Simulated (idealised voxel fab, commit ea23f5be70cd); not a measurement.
process module | voxel self aligned contacts
cross-section cut | 225 nm wide | cells 5 nm
A cross-section is a grid of square cells, given in bands from the top down. A band is one or more rows of cells.
Each band's line starts with the height of the band's top and of its bottom, in nm. Then come its materials from left to right, each with its width in nm. One material with "throughout" fills the band from edge to edge. "air" is empty space.
Height 0 is the level under which the wafer as received is all one material. The lowest band goes on downwards, as in "0 down".
A width such as "30 to 40" changes by the same amount from each row of cells to the next, from the band's top row to its bottom row.
"no change" after a step means that no cell of the cross-section changed.
closed voids: empty space of 8 cells or more with no open way to the top, each as width x height at its distance from the left edge, in nm
after a step's settings: what the simulator itself notes on the step
overlay nm, on a step with a mask: how far to the right of its planned place the mask lay; to the left if negative
plan
1 op RECEIVE | material Si
2 op OXIDIZE | depth nm 5
3 op DIRECTIONAL_DEP | material polySi | thk nm 20
4 op DIRECTIONAL_DEP | material SiN | thk nm 20
5 op DIRECTIONAL_DEP | material aC | thk nm 10
6 op PATTERN | tone cover | mask id GATE | material resist | width nm 25 | pitch nm 50 | thk nm 30 | overlay nm 0
7 op DIRECTIONAL_ETCH | etch materials aC | depth nm 10
8 op STRIP | etch materials resist
9 op DIRECTIONAL_ETCH | etch materials SiN | depth nm 20
10 op DIRECTIONAL_ETCH | etch materials polySi | depth nm 20
11 op STRIP | etch materials aC
12 op CONFORMAL_DEP | material SiN | thk nm 5
13 op DIRECTIONAL_ETCH | etch materials SiN | depth nm 5
14 op FILL_DEP | material SiO2 | thk nm 15
15 op CMP | height nm 50
16 op PATTERN | tone open | mask id CONTACT | material resist | width nm 35 | pitch nm 50 | thk nm 20 | overlay nm 0
17 op DIRECTIONAL_ETCH | etch materials SiO2 | depth nm 55
18 op STRIP | etch materials resist
19 op CONFORMAL_DEP | material TiN | thk nm 5
20 op FILL_DEP | material Ru | thk nm 5
21 op CMP | height nm 50
22 op CONFORMAL_DEP | material SiCN | thk nm 5
first wafer, as planned
as received, after step 1
  0 down: Si throughout
  closed voids: none
after step 2
  0 to -5: SiO2 throughout
  below -5: unchanged
after step 3
  20 to 0: polySi throughout
  below 0: unchanged
after step 4
  40 to 20: SiN throughout
  below 20: unchanged
after step 5
  50 to 40: aC throughout
  below 40: unchanged
after step 6
  80 to 50: air 50 | resist 25 | air 25 | resist 25 | air 25 | resist 25 | air 50
  below 50: unchanged
after step 7
  70 to 50: air 50 | resist 25 | air 25 | resist 25 | air 25 | resist 25 | air 50
  50 to 40: air 50 | aC 25 | air 25 | aC 25 | air 25 | aC 25 | air 50
  below 40: unchanged
after step 8
  50 to 40: air 50 | aC 25 | air 25 | aC 25 | air 25 | aC 25 | air 50
  below 40: unchanged
after step 9
  50 to 40: air 50 | aC 25 | air 25 | aC 25 | air 25 | aC 25 | air 50
  40 to 20: air 50 | SiN 25 | air 25 | SiN 25 | air 25 | SiN 25 | air 50
  below 20: unchanged
after step 10
  50 to 40: air 50 | aC 25 | air 25 | aC 25 | air 25 | aC 25 | air 50
  40 to 20: air 50 | SiN 25 | air 25 | SiN 25 | air 25 | SiN 25 | air 50
  20 to 0: air 50 | polySi 25 | air 25 | polySi 25 | air 25 | polySi 25 | air 50
  below 0: unchanged
after step 11
  40 to 20: air 50 | SiN 25 | air 25 | SiN 25 | air 25 | SiN 25 | air 50
  below 20: unchanged
after step 12
  45 to 20: air 45 | SiN 35 | air 15 | SiN 35 | air 15 | SiN 35 | air 45
  20 to 5: air 45 | SiN 5 | polySi 25 | SiN 5 | air 15 | SiN 5 | polySi 25 | SiN 5 | air 15 | SiN 5 | polySi 25 | SiN 5 | air 45
  5 to 0: SiN 50 | polySi 25 | SiN 25 | polySi 25 | SiN 25 | polySi 25 | SiN 50
  below 0: unchanged
after step 13
  40 to 20: air 45 | SiN 35 | air 15 | SiN 35 | air 15 | SiN 35 | air 45
  20 to 0: air 45 | SiN 5 | polySi 25 | SiN 5 | air 15 | SiN 5 | polySi 25 | SiN 5 | air 15 | SiN 5 | polySi 25 | SiN 5 | air 45
  below 0: unchanged
after step 14
  55 to 40: SiO2 throughout
  40 to 20: SiO2 45 | SiN 35 | SiO2 15 | SiN 35 | SiO2 15 | SiN 35 | SiO2 45
  20 to 0: SiO2 45 | SiN 5 | polySi 25 | SiN 5 | SiO2 15 | SiN 5 | polySi 25 | SiN 5 | SiO2 15 | SiN 5 | polySi 25 | SiN 5 | SiO2 45
  below 0: unchanged
after step 15
  50 to 40: SiO2 throughout
  below 40: unchanged
after step 16
  70 to 50: resist 70 | air 35 | resist 15 | air 35 | resist 70
  below 50: unchanged
after step 17
  70 to 50: resist 70 | air 35 | resist 15 | air 35 | resist 70
  50 to 40: SiO2 70 | air 35 | SiO2 15 | air 35 | SiO2 70
  40 to 20: SiO2 45 | SiN 35 | air 15 | SiN 35 | air 15 | SiN 35 | SiO2 45
  20 to 0: SiO2 45 | SiN 5 | polySi 25 | SiN 5 | air 15 | SiN 5 | polySi 25 | SiN 5 | air 15 | SiN 5 | polySi 25 | SiN 5 | SiO2 45
  0 to -5: SiO2 80 | air 15 | SiO2 35 | air 15 | SiO2 80
  below -5: unchanged
after step 18
  50 to 40: SiO2 70 | air 35 | SiO2 15 | air 35 | SiO2 70
  below 40: unchanged
after step 19
  55 to 50: TiN 75 | air 25 | TiN 25 | air 25 | TiN 75
  50 to 40: SiO2 70 | TiN 5 to 15 | air 25 to 5 | TiN 5 to 15 | SiO2 15 | TiN 5 to 15 | air 25 to 5 | TiN 5 to 15 | SiO2 70
  40 to 20: SiO2 45 | SiN 35 | TiN 5 | air 5 | TiN 5 | SiN 35 | TiN 5 | air 5 | TiN 5 | SiN 35 | SiO2 45
  20 to 0: SiO2 45 | SiN 5 | polySi 25 | SiN 5 | TiN 5 | air 5 | TiN 5 | SiN 5 | polySi 25 | SiN 5 | TiN 5 | air 5 | TiN 5 | SiN 5 | polySi 25 | SiN 5 | SiO2 45
  0 to -5: SiO2 80 | TiN 15 | SiO2 35 | TiN 15 | SiO2 80
  below -5: unchanged
after step 20
  60 to 55: Ru throughout
  55 to 50: TiN 75 | Ru 25 | TiN 25 | Ru 25 | TiN 75
  50 to 40: SiO2 70 | TiN 5 to 15 | Ru 25 to 5 | TiN 5 to 15 | SiO2 15 | TiN 5 to 15 | Ru 25 to 5 | TiN 5 to 15 | SiO2 70
  40 to 20: SiO2 45 | SiN 35 | TiN 5 | Ru 5 | TiN 5 | SiN 35 | TiN 5 | Ru 5 | TiN 5 | SiN 35 | SiO2 45
  20 to 0: SiO2 45 | SiN 5 | polySi 25 | SiN 5 | TiN 5 | Ru 5 | TiN 5 | SiN 5 | polySi 25 | SiN 5 | TiN 5 | Ru 5 | TiN 5 | SiN 5 | polySi 25 | SiN 5 | SiO2 45
  below 0: unchanged
after step 21
  50 to 40: SiO2 70 | TiN 5 to 15 | Ru 25 to 5 | TiN 5 to 15 | SiO2 15 | TiN 5 to 15 | Ru 25 to 5 | TiN 5 to 15 | SiO2 70
  below 40: unchanged
after step 22
  55 to 50: SiCN throughout
  below 50: unchanged
second wafer: like start, like plan, one mistake. Through step 11 it matches the first wafer
when step 12 should have ended: no change
when step 13 should have ended
  35 to 20: air 50 | SiN 25 | air 25 | SiN 25 | air 25 | SiN 25 | air 50
  below 20: unchanged
when step 14 should have ended
  50 to 35: SiO2 throughout
  35 to 20: SiO2 50 | SiN 25 | SiO2 25 | SiN 25 | SiO2 25 | SiN 25 | SiO2 50
  20 to 0: SiO2 50 | polySi 25 | SiO2 25 | polySi 25 | SiO2 25 | polySi 25 | SiO2 50
  below 0: unchanged
when step 15 should have ended: no change
when step 16 should have ended
  70 to 50: resist 70 | air 35 | resist 15 | air 35 | resist 70
  below 50: unchanged
when step 17 should have ended
  70 to 50: resist 70 | air 35 | resist 15 | air 35 | resist 70
  50 to 35: SiO2 70 | air 35 | SiO2 15 | air 35 | SiO2 70
  35 to 20: SiO2 50 | SiN 25 | air 25 | SiN 25 | air 25 | SiN 25 | SiO2 50
  20 to 0: SiO2 50 | polySi 25 | air 25 | polySi 25 | air 25 | polySi 25 | SiO2 50
  0 to -5: SiO2 75 | air 25 | SiO2 25 | air 25 | SiO2 75
  below -5: unchanged
when step 18 should have ended
  50 to 35: SiO2 70 | air 35 | SiO2 15 | air 35 | SiO2 70
  below 35: unchanged
when step 19 should have ended
  55 to 50: TiN 75 | air 25 | TiN 25 | air 25 | TiN 75
  50 to 40: SiO2 70 | TiN 5 | air 25 | TiN 5 | SiO2 15 | TiN 5 | air 25 | TiN 5 | SiO2 70
  40 to 35: SiO2 70 | TiN 10 | air 15 | TiN 10 | SiO2 15 | TiN 10 | air 15 | TiN 10 | SiO2 70
  35 to 20: SiO2 50 | SiN 25 | TiN 5 | air 15 | TiN 5 | SiN 25 | TiN 5 | air 15 | TiN 5 | SiN 25 | SiO2 50
  20 to 0: SiO2 50 | polySi 25 | TiN 5 | air 15 | TiN 5 | polySi 25 | TiN 5 | air 15 | TiN 5 | polySi 25 | SiO2 50
  0 to -5: SiO2 75 | TiN 25 | SiO2 25 | TiN 25 | SiO2 75
  below -5: unchanged
when step 20 should have ended
  60 to 55: Ru throughout
  55 to 50: TiN 75 | Ru 25 | TiN 25 | Ru 25 | TiN 75
  50 to 40: SiO2 70 | TiN 5 | Ru 25 | TiN 5 | SiO2 15 | TiN 5 | Ru 25 | TiN 5 | SiO2 70
  40 to 35: SiO2 70 | TiN 10 | Ru 15 | TiN 10 | SiO2 15 | TiN 10 | Ru 15 | TiN 10 | SiO2 70
  35 to 20: SiO2 50 | SiN 25 | TiN 5 | Ru 15 | TiN 5 | SiN 25 | TiN 5 | Ru 15 | TiN 5 | SiN 25 | SiO2 50
  20 to 0: SiO2 50 | polySi 25 | TiN 5 | Ru 15 | TiN 5 | polySi 25 | TiN 5 | Ru 15 | TiN 5 | polySi 25 | SiO2 50
  below 0: unchanged
when step 21 should have ended
  50 to 40: SiO2 70 | TiN 5 | Ru 25 | TiN 5 | SiO2 15 | TiN 5 | Ru 25 | TiN 5 | SiO2 70
  below 40: unchanged
when step 22 should have ended
  55 to 50: SiCN throughout
  below 50: unchanged
what went wrong: step 12 was left out
at the end the second wafer has, in cells: 40 more of Ru | 63 fewer of SiN | 23 more of SiO2
